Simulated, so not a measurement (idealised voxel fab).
The following is a process module called voxel trench capacitor.
245 nm wide, 5 nm square cells: that's cross-section cut.
A cross-section is a grid of square cells, given in bands from the top down. A band is one or more rows of cells.
Heads up on the band format: heights come first, top then bottom, in nm. After that it's the materials left to right, each with its width in nm. A single material flagged "everywhere" fills the whole band edge to edge, and "air" means there's empty space there.
Zero point of the height axis is 0; under it, received wafer = one material. Lowest band: continues down indefinitely, "z 0 and below".
Per-row width for "30->40": begins at first number (top row of band), ends at second number (bottom row), increment between rows held constant.
Where the words "nothing was modified" appear for a step, the cross-section shows no cell changed by that step; every cell remained as before.
"Closed void inventory" - sealed voids, min. 8 cells, no opening to top; format: width x height at distance (distance from left edge; nm throughout).
after a step's settings: what the simulator itself notes on the step
When a step includes a mask, the "overlay nm" setting on its line states how far to the right of its planned place that mask lay, and negative values state how far to the left.
Intended process steps:
1. RECEIVE (material Si)
2. CONFORMAL_DEP (material SiN; thk nm 10)
3. PATTERN (tone open; mask id TRENCH; material resist; width nm 25; pitch nm 55; thk nm 20; overlay nm -15)
4. DIRECTIONAL_ETCH (etch materials SiN; depth nm 10)
5. DIRECTIONAL_ETCH (etch materials Si; depth nm 25)
6. STRIP (etch materials resist)
7. CONFORMAL_DEP (material Al2O3; thk nm 5)
8. CONFORMAL_DEP (material TiN; thk nm 5)
9. FILL_DEP (material W; thk nm 10)
10. CMP (height nm 10)
The plan's step 3 overlay nm is the first wafer's value; the wafers differ in this setting and start identical.
Cross-section of the first of several received wafers, showing its state after step 1:
* z 0 and below  Si everywhere
* Closed void inventory: none
The rows of the table below are wafers. Looking at the end of the module, a row counts, for every material, the cells the wafer has gained, shown as (+), or lost, shown as (-), since it was received; its closed voids come next:
overlay nm -15, +51 Al2O3, -75 Si, +68 SiN, +39 TiN, +15 W, Closed void inventory: none
overlay nm -10, +51 Al2O3, -75 Si, +68 SiN, +39 TiN, +15 W, Closed void inventory: none
overlay nm -5, +51 Al2O3, -75 Si, +68 SiN, +39 TiN, +15 W, Closed void inventory: none
overlay nm 0, +51 Al2O3, -75 Si, +68 SiN, +39 TiN, +15 W, Closed void inventory: none
overlay nm 5, +51 Al2O3, -75 Si, +68 SiN, +39 TiN, +15 W, Closed void inventory: none
overlay nm 10, +51 Al2O3, -75 Si, +68 SiN, +39 TiN, +15 W, Closed void inventory: none
overlay nm 15, +51 Al2O3, -75 Si, +68 SiN, +39 TiN, +15 W, Closed void inventory: none
